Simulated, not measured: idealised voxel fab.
process module | voxel transistor to metal
cross-section cut | 160 nm wide | cells 5 nm
A cross-section is a grid of square cells, given in bands from the top down. A band is one or more rows of cells.
Each band's line starts with the height of the band's top and of its bottom, in nm. Then come its materials from left to right, each with its width in nm. One material with "throughout" fills the band from edge to edge. "air" is empty space.
Height 0 is the level under which the wafer as received is all one material. The lowest band goes on downwards, as in "0 down".
A width such as "30 to 40" changes by the same amount from each row of cells to the next, from the band's top row to its bottom row.
"no change" after a step means that no cell of the cross-section changed.
closed voids: empty space of 8 cells or more with no open way to the top, each as width x height at its distance from the left edge, in nm
after a step's settings: what the simulator itself notes on the step
overlay nm, on a step with a mask: how far to the right of its planned place the mask lay; to the left if negative
plan
1 op RECEIVE | material Si
2 op OXIDIZE | depth nm 5
3 op CONFORMAL_DEP | material SiN | thk nm 15
4 op PATTERN | tone cover | mask id ACTIVE | material resist | width nm 120 | thk nm 15 | overlay nm 0
5 op DIRECTIONAL_ETCH | etch materials SiN | depth nm 15
6 op DIRECTIONAL_ETCH | etch materials SiO2 | depth nm 5
7 op DIRECTIONAL_ETCH | etch materials Si | depth nm 35
8 op STRIP | etch materials resist
9 op OXIDIZE | depth nm 5
10 op FILL_DEP | material SiO2 | thk nm 5
11 op CMP | height nm 15
12 op SELECTIVE_ETCH | etch materials SiO2 | depth nm 5
13 op STRIP | etch materials SiN
14 op SELECTIVE_ETCH | etch materials SiO2 | depth nm 5
15 op OXIDIZE | depth nm 5
16 op DIRECTIONAL_DEP | material polySi | thk nm 20
17 op DIRECTIONAL_DEP | material SiCN | thk nm 10
18 op MASKED_ETCH | tone cover | mask id GATE | width nm 30 | etch materials SiCN | depth nm 20 | overlay nm 0
19 op MASKED_ETCH | tone cover | mask id GATE | width nm 30 | etch materials polySi | depth nm 30 | overlay nm 0
20 op CONFORMAL_DEP | material SiO2 | thk nm 5
21 op DIRECTIONAL_ETCH | etch materials SiO2 | depth nm 5
22 op CONFORMAL_DEP | material SiN | thk nm 5
23 op DIRECTIONAL_ETCH | etch materials SiN | depth nm 5
24 op DIRECTIONAL_ETCH | etch materials SiO2 | depth nm 5
25 op DIRECTIONAL_ETCH | etch materials Si | depth nm 15
26 op EPI | material SiGe | thk nm 20
27 op FILL_DEP | material SiO2 | thk nm 10
28 op CMP | height nm 15
29 op STRIP | etch materials polySi
30 op SELECTIVE_ETCH | etch materials SiO2 | depth nm 5
31 op CONFORMAL_DEP | material HfO2 | thk nm 5
32 op CONFORMAL_DEP | material TiN | thk nm 5
33 op FILL_DEP | material W | thk nm 10
34 op CMP | height nm 10
35 op DIRECTIONAL_DEP | material SiO2 | thk nm 10
36 op PATTERN | tone open | mask id CONTACT | material resist | width nm 20 | pitch nm 90 | thk nm 15 | overlay nm 0
37 op DIRECTIONAL_ETCH | etch materials SiO2 | depth nm 25
38 op STRIP | etch materials resist
39 op CONFORMAL_DEP | material TiN | thk nm 5
40 op FILL_DEP | material W | thk nm 5
41 op CMP | height nm 20
42 op DIRECTIONAL_DEP | material TiN | thk nm 5
43 op DIRECTIONAL_DEP | material W | thk nm 20
44 op PATTERN | tone cover | mask id METAL_1 | material resist | width nm 20 | pitch nm 90 | thk nm 20 | overlay nm 0
45 op DIRECTIONAL_ETCH | etch materials W | depth nm 20
46 op DIRECTIONAL_ETCH | etch materials TiN | depth nm 5
47 op STRIP | etch materials resist
48 op CONFORMAL_DEP | material SiN | thk nm 5
49 op FILL_DEP | material SiO2 | thk nm 10
50 op CMP | height nm 45
51 op CONFORMAL_DEP | material SiCN | thk nm 5
52 op DIRECTIONAL_DEP | material SiO2 | thk nm 35
53 op PATTERN | tone open | mask id METAL_2_HOLES | material resist | width nm 15 | pitch nm 90 | thk nm 20 | overlay nm 0
54 op DIRECTIONAL_ETCH | etch materials SiO2 | depth nm 35
55 op STRIP | etch materials resist
56 op PATTERN | tone open | mask id METAL_2 | material resist | width nm 20 | pitch nm 90 | thk nm 15 | overlay nm 0
57 op DIRECTIONAL_ETCH | etch materials SiO2 | depth nm 20
58 op DIRECTIONAL_ETCH | etch materials SiCN | depth nm 5
59 op STRIP | etch materials resist
60 op CONFORMAL_DEP | material TiN | thk nm 5
61 op FILL_DEP | material Cu | thk nm 10
62 op CMP | height nm 85
63 op CONFORMAL_DEP | material SiCN | thk nm 5
as received, after step 1
  0 down: Si throughout
  closed voids: none
first wafer at the end, as planned
  90 to 85: SiCN throughout
  85 to 70: SiO2 25 | TiN 5 | Cu 10 | TiN 5 | SiO2 70 | TiN 5 | Cu 10 | TiN 5 | SiO2 25
  70 to 65: SiO2 25 | TiN 5 | Cu 5 | TiN 10 | SiO2 70 | TiN 5 | Cu 5 | TiN 10 | SiO2 25
  65 to 50: SiO2 25 | TiN 5 | Cu 5 | TiN 5 | SiO2 75 | TiN 5 | Cu 5 | TiN 5 | SiO2 30
  50 to 45: SiCN 25 | TiN 15 | SiCN 75 | TiN 15 | SiCN 30
  45 to 25: SiO2 20 | SiN 5 | W 20 | SiN 5 | SiO2 60 | SiN 5 | W 20 | SiN 5 | SiO2 20
  25 to 20: SiN 25 | TiN 20 | SiN 70 | TiN 20 | SiN 25
  20 to 15: SiO2 25 | TiN 5 | W 10 | TiN 5 | SiO2 70 | TiN 5 | W 10 | TiN 5 | SiO2 25
  15 to 10: SiO2 25 | TiN 20 | SiO2 70 | TiN 20 | SiO2 25
  10 to 5: SiO2 25 | TiN 10 | SiGe 20 | SiN 5 | HfO2 5 | TiN 5 | W 20 | TiN 5 | HfO2 5 | SiN 5 | SiGe 20 | TiN 10 | SiO2 25
  5 to 0: SiO2 20 | SiN 5 | TiN 10 | SiGe 20 | SiN 5 | HfO2 5 | TiN 5 | W 20 | TiN 5 | HfO2 5 | SiN 5 | SiGe 20 | TiN 10 | SiN 5 | SiO2 20
  0 to -5: SiO2 20 | SiN 5 | TiN 10 | SiGe 20 | SiN 5 | HfO2 5 | TiN 30 | HfO2 5 | SiN 5 | SiGe 20 | TiN 10 | SiN 5 | SiO2 20
  -5 to -10: SiO2 25 | SiGe 30 | SiO2 5 | HfO2 40 | SiO2 5 | SiGe 30 | SiO2 25
  -10 to -25: SiO2 25 | SiGe 30 | Si 50 | SiGe 30 | SiO2 25
  -25 to -45: SiO2 25 | Si 110 | SiO2 25
  -45 down: Si throughout
  closed voids: none
second wafer at the end: like start, like plan, one mistake
  90 to 85: SiCN throughout
  85 to 70: SiO2 20 | TiN 5 | Cu 10 | TiN 5 | SiO2 70 | TiN 5 | Cu 10 | TiN 5 | SiO2 30
  70 to 65: SiO2 20 | TiN 10 | Cu 5 | TiN 5 | SiO2 70 | TiN 10 | Cu 5 | TiN 5 | SiO2 30
  65 to 50: SiO2 25 | TiN 5 | Cu 5 | TiN 5 | SiO2 75 | TiN 5 | Cu 5 | TiN 5 | SiO2 30
  50 to 45: SiCN 25 | TiN 15 | SiCN 75 | TiN 15 | SiCN 30
  45 to 25: SiO2 20 | SiN 5 | W 20 | SiN 5 | SiO2 60 | SiN 5 | W 20 | SiN 5 | SiO2 20
  25 to 20: SiN 25 | TiN 20 | SiN 70 | TiN 20 | SiN 25
  20 to 15: SiO2 25 | TiN 5 | W 10 | TiN 5 | SiO2 70 | TiN 5 | W 10 | TiN 5 | SiO2 25
  15 to 10: SiO2 25 | TiN 20 | SiO2 70 | TiN 20 | SiO2 25
  10 to 5: SiO2 25 | TiN 10 | SiGe 20 | SiN 5 | HfO2 5 | TiN 5 | W 20 | TiN 5 | HfO2 5 | SiN 5 | SiGe 20 | TiN 10 | SiO2 25
  5 to 0: SiO2 20 | SiN 5 | TiN 10 | SiGe 20 | SiN 5 | HfO2 5 | TiN 5 | W 20 | TiN 5 | HfO2 5 | SiN 5 | SiGe 20 | TiN 10 | SiN 5 | SiO2 20
  0 to -5: SiO2 20 | SiN 5 | TiN 10 | SiGe 20 | SiN 5 | HfO2 5 | TiN 30 | HfO2 5 | SiN 5 | SiGe 20 | TiN 10 | SiN 5 | SiO2 20
  -5 to -10: SiO2 25 | SiGe 30 | SiO2 5 | HfO2 40 | SiO2 5 | SiGe 30 | SiO2 25
  -10 to -25: SiO2 25 | SiGe 30 | Si 50 | SiGe 30 | SiO2 25
  -25 to -45: SiO2 25 | Si 110 | SiO2 25
  -45 down: Si throughout
  closed voids: none
what went wrong: step 56 ran as: op PATTERN | tone open | mask id METAL_2 | material resist | width nm 20 | pitch nm 90 | thk nm 15 | overlay nm -5
at the end the second wafer has, in cells: as many of each material as the first, in other places
